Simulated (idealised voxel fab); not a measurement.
process module | voxel self aligned vias
cross-section cut | 210 nm wide | cells 5 nm
A cross-section is a grid of square cells, given in bands from the top down. A band is one or more rows of cells.
Each band's line starts with the height of the band's top and of its bottom, in nm. Then come its materials from left to right, each with its width in nm. One material with "throughout" fills the band from edge to edge. "air" is empty space.
Height 0 is the level under which the wafer as received is all one material. The lowest band goes on downwards, as in "0 down".
A width such as "30 to 40" changes by the same amount from each row of cells to the next, from the band's top row to its bottom row.
"no change" after a step means that no cell of the cross-section changed.
closed voids: empty space of 8 cells or more with no open way to the top, each as width x height at its distance from the left edge, in nm
after a step's settings: what the simulator itself notes on the step
overlay nm, on a step with a mask: how far to the right of its planned place the mask lay; to the left if negative
plan
1 op RECEIVE | material Si
2 op CONFORMAL_DEP | material SiO2 | thk nm 10
3 op CONFORMAL_DEP | material SiCN | thk nm 5
4 op DIRECTIONAL_DEP | material lowk | thk nm 25
5 op PATTERN | tone open | mask id LINES | material resist | width nm 25 | pitch nm 55 | thk nm 15 | overlay nm 0
6 op DIRECTIONAL_ETCH | etch materials lowk | depth nm 25
7 op STRIP | etch materials resist
8 op CONFORMAL_DEP | material TiN | thk nm 5
9 op FILL_DEP | material Ru | thk nm 5
10 op CMP | height nm 40
11 op SELECTIVE_ETCH | etch materials W Ru TiN | depth nm 10
12 op FILL_DEP | material SiN | thk nm 5
13 op CMP | height nm 40
14 op DIRECTIONAL_DEP | material lowk | thk nm 20
15 op MASKED_ETCH | tone open | mask id VIAS | width nm 35 | pitch nm 55 | etch materials lowk | depth nm 20 | overlay nm 0
16 op MASKED_ETCH | tone open | mask id VIAS | width nm 35 | pitch nm 55 | etch materials SiN | depth nm 10 | overlay nm 0
17 op CONFORMAL_DEP | material TiN | thk nm 5
18 op FILL_DEP | material Ru | thk nm 5
19 op CMP | height nm 60
20 op CONFORMAL_DEP | material SiN | thk nm 5
as received, after step 1
  0 down: Si throughout
  closed voids: none
first wafer at the end, as planned
  65 to 60: SiN throughout
  60 to 45: lowk 30 | TiN 5 | Ru 25 | TiN 5 | lowk 20 | TiN 5 | Ru 25 | TiN 5 | lowk 20 | TiN 5 | Ru 25 | TiN 5 | lowk 35
  45 to 35: lowk 30 to 35 | TiN 10 to 5 | Ru 15 | TiN 10 to 5 | lowk 20 to 30 | TiN 10 to 5 | Ru 15 | TiN 10 to 5 | lowk 20 to 30 | TiN 10 to 5 | Ru 15 | TiN 10 to 5 | lowk 35 to 40
  35 to 30: lowk 35 | TiN 25 | lowk 30 | TiN 25 | lowk 30 | TiN 25 | lowk 40
  30 to 20: lowk 35 | TiN 5 | Ru 15 | TiN 5 | lowk 30 | TiN 5 | Ru 15 | TiN 5 | lowk 30 | TiN 5 | Ru 15 | TiN 5 | lowk 40
  20 to 15: lowk 35 | TiN 25 | lowk 30 | TiN 25 | lowk 30 | TiN 25 | lowk 40
  15 to 10: SiCN throughout
  10 to 0: SiO2 throughout
  0 down: Si throughout
  closed voids: none
second wafer at the end: like start, like plan, one mistake
  65 to 60: SiN throughout
  60 to 35: lowk 30 | TiN 5 | Ru 25 | TiN 5 | lowk 20 | TiN 5 | Ru 25 | TiN 5 | lowk 20 | TiN 5 | Ru 25 | TiN 5 | lowk 35
  35 to 30: lowk 30 | TiN 35 | lowk 20 | TiN 35 | lowk 20 | TiN 35 | lowk 35
  30 to 20: lowk 30 | TiN 10 | Ru 15 | TiN 10 | lowk 20 | TiN 10 | Ru 15 | TiN 10 | lowk 20 | TiN 10 | Ru 15 | TiN 10 | lowk 35
  20 to 15: lowk 35 | TiN 25 | lowk 30 | TiN 25 | lowk 30 | TiN 25 | lowk 40
  15 to 10: SiCN throughout
  10 to 0: SiO2 throughout
  0 down: Si throughout
  closed voids: none
what went wrong: step 15 was run twice
at the end the second wafer has, in cells: 12 more of Ru | 12 more of TiN | 24 fewer of lowk
